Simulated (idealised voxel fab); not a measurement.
The process module presented herein is designated voxel trench capacitor.
Displayed cross-section: cut, width of 195 nm, square cells sized 5 nm.
How to read a cross-section here: the picture is a grid of square cells, written as bands going from the top down, and any band can span one or more rows of cells.
Heads up on the band format: heights come first, top then bottom, in nm. After that it's the materials left to right, each with its width in nm. A single material flagged "full width" fills the whole band edge to edge, and "empty" means there's empty space there.
Heights are reckoned from 0. Under this level, the received wafer is all of one material. The bottommost band is open-ended downward, for example "0 and below".
Width spec "30->40" -> top row of cells at first value, bottom row at second value, equal per-row change in between.
"no alterations made" for a step: no cell of the cross-section changed in that step.
In "Catalogued sealed voids" the enclosed voids are listed, meaning empty spaces of 8 cells or larger without any opening to the top. The form is width x height at distance, distance from the left edge, units nm.
Heads up: the bit after the settings on a step's line is the simulator's remark on that step.
overlay nm: how far to the right of its planned place the mask lay on this masked step (negative: to the left).
[plan]
1,RECEIVE with material Si
2,CONFORMAL_DEP with material SiN, thk nm 5
3,DIRECTIONAL_DEP with material aC, thk nm 15
4,PATTERN with tone open, mask id TRENCH, material resist, width nm 25, pitch nm 50, thk nm 30, overlay nm 0
5,DIRECTIONAL_ETCH with etch materials aC, depth nm 15
6,STRIP with etch materials resist
7,DIRECTIONAL_ETCH with etch materials SiN, depth nm 5
8,DIRECTIONAL_ETCH with etch materials Si, depth nm 40
9,STRIP with etch materials aC
10,CONFORMAL_DEP with material Al2O3, thk nm 5
11,CONFORMAL_DEP with material TiN, thk nm 5
12,FILL_DEP with material W, thk nm 10
13,CMP with height nm 5
[Concerning the first of two wafers, which was run in accordance with the plan]
[Delivered wafer in cross-section: state after step 1]
	0 and below: Si full width
	Catalogued sealed voids: none
[You're looking at a cross-section of the wafer after step 2]
	5 down to 0: SiN full width
	Below 0, no change.
[You're looking at a cross-section of the wafer after step 3]
	20 down to 5: aC full width
	Below 5, no change.
[You're looking at a cross-section of the wafer after step 4]
	50 down to 20: resist (35)  empty (25)  resist (25)  empty (25)  resist (25)  empty (25)  resist (35)
	Below 20, no change.
[You're looking at a cross-section of the wafer after step 5]
	35 down to 20: resist (35)  empty (25)  resist (25)  empty (25)  resist (25)  empty (25)  resist (35)
	20 down to 5: aC (35)  empty (25)  aC (25)  empty (25)  aC (25)  empty (25)  aC (35)
	Below 5, no change.
[You're looking at a cross-section of the wafer after step 6]
	20 down to 5: aC (35)  empty (25)  aC (25)  empty (25)  aC (25)  empty (25)  aC (35)
	Below 5, no change.
[You're looking at a cross-section of the wafer after step 7]
	20 down to 5: aC (35)  empty (25)  aC (25)  empty (25)  aC (25)  empty (25)  aC (35)
	5 down to 0: SiN (35)  empty (25)  SiN (25)  empty (25)  SiN (25)  empty (25)  SiN (35)
	Below 0, no change.
[You're looking at a cross-section of the wafer after step 8]
	20 down to 5: aC (35)  empty (25)  aC (25)  empty (25)  aC (25)  empty (25)  aC (35)
	5 down to 0: SiN (35)  empty (25)  SiN (25)  empty (25)  SiN (25)  empty (25)  SiN (35)
	0 down to -40: Si (35)  empty (25)  Si (25)  empty (25)  Si (25)  empty (25)  Si (35)
	Below -40, no change.
[You're looking at a cross-section of the wafer after step 9]
	5 down to 0: SiN (35)  empty (25)  SiN (25)  empty (25)  SiN (25)  empty (25)  SiN (35)
	Below 0, no change.
[You're looking at a cross-section of the wafer after step 10]
	10 down to 5: Al2O3 (40)  empty (15)  Al2O3 (35)  empty (15)  Al2O3 (35)  empty (15)  Al2O3 (40)
	5 down to 0: SiN (35)  Al2O3 (5)  empty (15)  Al2O3 (5)  SiN (25)  Al2O3 (5)  empty (15)  Al2O3 (5)  SiN (25)  Al2O3 (5)  empty (15)  Al2O3 (5)  SiN (35)
	0 down to -35: Si (35)  Al2O3 (5)  empty (15)  Al2O3 (5)  Si (25)  Al2O3 (5)  empty (15)  Al2O3 (5)  Si (25)  Al2O3 (5)  empty (15)  Al2O3 (5)  Si (35)
	-35 down to -40: Si (35)  Al2O3 (25)  Si (25)  Al2O3 (25)  Si (25)  Al2O3 (25)  Si (35)
	Below -40, no change.
[You're looking at a cross-section of the wafer after step 11]
	15 down to 10: TiN (45)  empty (5)  TiN (45)  empty (5)  TiN (45)  empty (5)  TiN (45)
	10 down to 5: Al2O3 (40)  TiN (5)  empty (5)  TiN (5)  Al2O3 (35)  TiN (5)  empty (5)  TiN (5)  Al2O3 (35)  TiN (5)  empty (5)  TiN (5)  Al2O3 (40)
	5 down to 0: SiN (35)  Al2O3 (5)  TiN (5)  empty (5)  TiN (5)  Al2O3 (5)  SiN (25)  Al2O3 (5)  TiN (5)  empty (5)  TiN (5)  Al2O3 (5)  SiN (25)  Al2O3 (5)  TiN (5)  empty (5)  TiN (5)  Al2O3 (5)  SiN (35)
	0 down to -30: Si (35)  Al2O3 (5)  TiN (5)  empty (5)  TiN (5)  Al2O3 (5)  Si (25)  Al2O3 (5)  TiN (5)  empty (5)  TiN (5)  Al2O3 (5)  Si (25)  Al2O3 (5)  TiN (5)  empty (5)  TiN (5)  Al2O3 (5)  Si (35)
	-30 down to -35: Si (35)  Al2O3 (5)  TiN (15)  Al2O3 (5)  Si (25)  Al2O3 (5)  TiN (15)  Al2O3 (5)  Si (25)  Al2O3 (5)  TiN (15)  Al2O3 (5)  Si (35)
	Below -35, no change.
[You're looking at a cross-section of the wafer after step 12]
	25 down to 15: W full width
	15 down to 10: TiN (45)  W (5)  TiN (45)  W (5)  TiN (45)  W (5)  TiN (45)
	10 down to 5: Al2O3 (40)  TiN (5)  W (5)  TiN (5)  Al2O3 (35)  TiN (5)  W (5)  TiN (5)  Al2O3 (35)  TiN (5)  W (5)  TiN (5)  Al2O3 (40)
	5 down to 0: SiN (35)  Al2O3 (5)  TiN (5)  W (5)  TiN (5)  Al2O3 (5)  SiN (25)  Al2O3 (5)  TiN (5)  W (5)  TiN (5)  Al2O3 (5)  SiN (25)  Al2O3 (5)  TiN (5)  W (5)  TiN (5)  Al2O3 (5)  SiN (35)
	0 down to -30: Si (35)  Al2O3 (5)  TiN (5)  W (5)  TiN (5)  Al2O3 (5)  Si (25)  Al2O3 (5)  TiN (5)  W (5)  TiN (5)  Al2O3 (5)  Si (25)  Al2O3 (5)  TiN (5)  W (5)  TiN (5)  Al2O3 (5)  Si (35)
	Below -30, no change.
[You're looking at a cross-section of the wafer after step 13]
	5 down to 0: SiN (35)  Al2O3 (5)  TiN (5)  W (5)  TiN (5)  Al2O3 (5)  SiN (25)  Al2O3 (5)  TiN (5)  W (5)  TiN (5)  Al2O3 (5)  SiN (25)  Al2O3 (5)  TiN (5)  W (5)  TiN (5)  Al2O3 (5)  SiN (35)
	Below 0, no change.
[Regarding the second of the two wafers: it shared the first wafer's starting condition and process plan, yet one error occurred during its execution. Its history coincides with that of the first wafer up to and including step 7]
[Planned end of step 8: second wafer, cross-section]
	20 down to 5: aC (35)  empty (25)  aC (25)  empty (25)  aC (25)  empty (25)  aC (35)
	5 down to 0: SiN (35)  empty (25)  SiN (25)  empty (25)  SiN (25)  empty (25)  SiN (35)
	0 down to -45: Si (35)  empty (25)  Si (25)  empty (25)  Si (25)  empty (25)  Si (35)
	Below -45, no change.
[Planned end of step 9: second wafer, cross-section]
	5 down to 0: SiN (35)  empty (25)  SiN (25)  empty (25)  SiN (25)  empty (25)  SiN (35)
	Below 0, no change.
[Planned end of step 10: second wafer, cross-section]
	10 down to 5: Al2O3 (40)  empty (15)  Al2O3 (35)  empty (15)  Al2O3 (35)  empty (15)  Al2O3 (40)
	5 down to 0: SiN (35)  Al2O3 (5)  empty (15)  Al2O3 (5)  SiN (25)  Al2O3 (5)  empty (15)  Al2O3 (5)  SiN (25)  Al2O3 (5)  empty (15)  Al2O3 (5)  SiN (35)
	0 down to -40: Si (35)  Al2O3 (5)  empty (15)  Al2O3 (5)  Si (25)  Al2O3 (5)  empty (15)  Al2O3 (5)  Si (25)  Al2O3 (5)  empty (15)  Al2O3 (5)  Si (35)
	-40 down to -45: Si (35)  Al2O3 (25)  Si (25)  Al2O3 (25)  Si (25)  Al2O3 (25)  Si (35)
	Below -45, no change.
[Planned end of step 11: second wafer, cross-section]
	15 down to 10: TiN (45)  empty (5)  TiN (45)  empty (5)  TiN (45)  empty (5)  TiN (45)
	10 down to 5: Al2O3 (40)  TiN (5)  empty (5)  TiN (5)  Al2O3 (35)  TiN (5)  empty (5)  TiN (5)  Al2O3 (35)  TiN (5)  empty (5)  TiN (5)  Al2O3 (40)
	5 down to 0: SiN (35)  Al2O3 (5)  TiN (5)  empty (5)  TiN (5)  Al2O3 (5)  SiN (25)  Al2O3 (5)  TiN (5)  empty (5)  TiN (5)  Al2O3 (5)  SiN (25)  Al2O3 (5)  TiN (5)  empty (5)  TiN (5)  Al2O3 (5)  SiN (35)
	0 down to -35: Si (35)  Al2O3 (5)  TiN (5)  empty (5)  TiN (5)  Al2O3 (5)  Si (25)  Al2O3 (5)  TiN (5)  empty (5)  TiN (5)  Al2O3 (5)  Si (25)  Al2O3 (5)  TiN (5)  empty (5)  TiN (5)  Al2O3 (5)  Si (35)
	-35 down to -40: Si (35)  Al2O3 (5)  TiN (15)  Al2O3 (5)  Si (25)  Al2O3 (5)  TiN (15)  Al2O3 (5)  Si (25)  Al2O3 (5)  TiN (15)  Al2O3 (5)  Si (35)
	Below -40, no change.
[Planned end of step 12: second wafer, cross-section]
	25 down to 15: W full width
	15 down to 10: TiN (45)  W (5)  TiN (45)  W (5)  TiN (45)  W (5)  TiN (45)
	10 down to 5: Al2O3 (40)  TiN (5)  W (5)  TiN (5)  Al2O3 (35)  TiN (5)  W (5)  TiN (5)  Al2O3 (35)  TiN (5)  W (5)  TiN (5)  Al2O3 (40)
	5 down to 0: SiN (35)  Al2O3 (5)  TiN (5)  W (5)  TiN (5)  Al2O3 (5)  SiN (25)  Al2O3 (5)  TiN (5)  W (5)  TiN (5)  Al2O3 (5)  SiN (25)  Al2O3 (5)  TiN (5)  W (5)  TiN (5)  Al2O3 (5)  SiN (35)
	0 down to -35: Si (35)  Al2O3 (5)  TiN (5)  W (5)  TiN (5)  Al2O3 (5)  Si (25)  Al2O3 (5)  TiN (5)  W (5)  TiN (5)  Al2O3 (5)  Si (25)  Al2O3 (5)  TiN (5)  W (5)  TiN (5)  Al2O3 (5)  Si (35)
	Below -35, no change.
[Planned end of step 13: second wafer, cross-section]
	5 down to 0: SiN (35)  Al2O3 (5)  TiN (5)  W (5)  TiN (5)  Al2O3 (5)  SiN (25)  Al2O3 (5)  TiN (5)  W (5)  TiN (5)  Al2O3 (5)  SiN (25)  Al2O3 (5)  TiN (5)  W (5)  TiN (5)  Al2O3 (5)  SiN (35)
	Below 0, no change.
In executing the process, a mistake was made relative to the plan: heads up, step 8 didn't go per plan, it actually ran as DIRECTIONAL_ETCH with etch materials Si, depth nm 45
Heads up, by the end the second wafer has more or fewer cells of some materials compared to the first: 6 more of Al2O3; 15 fewer of Si; 6 more of TiN; 3 more of W
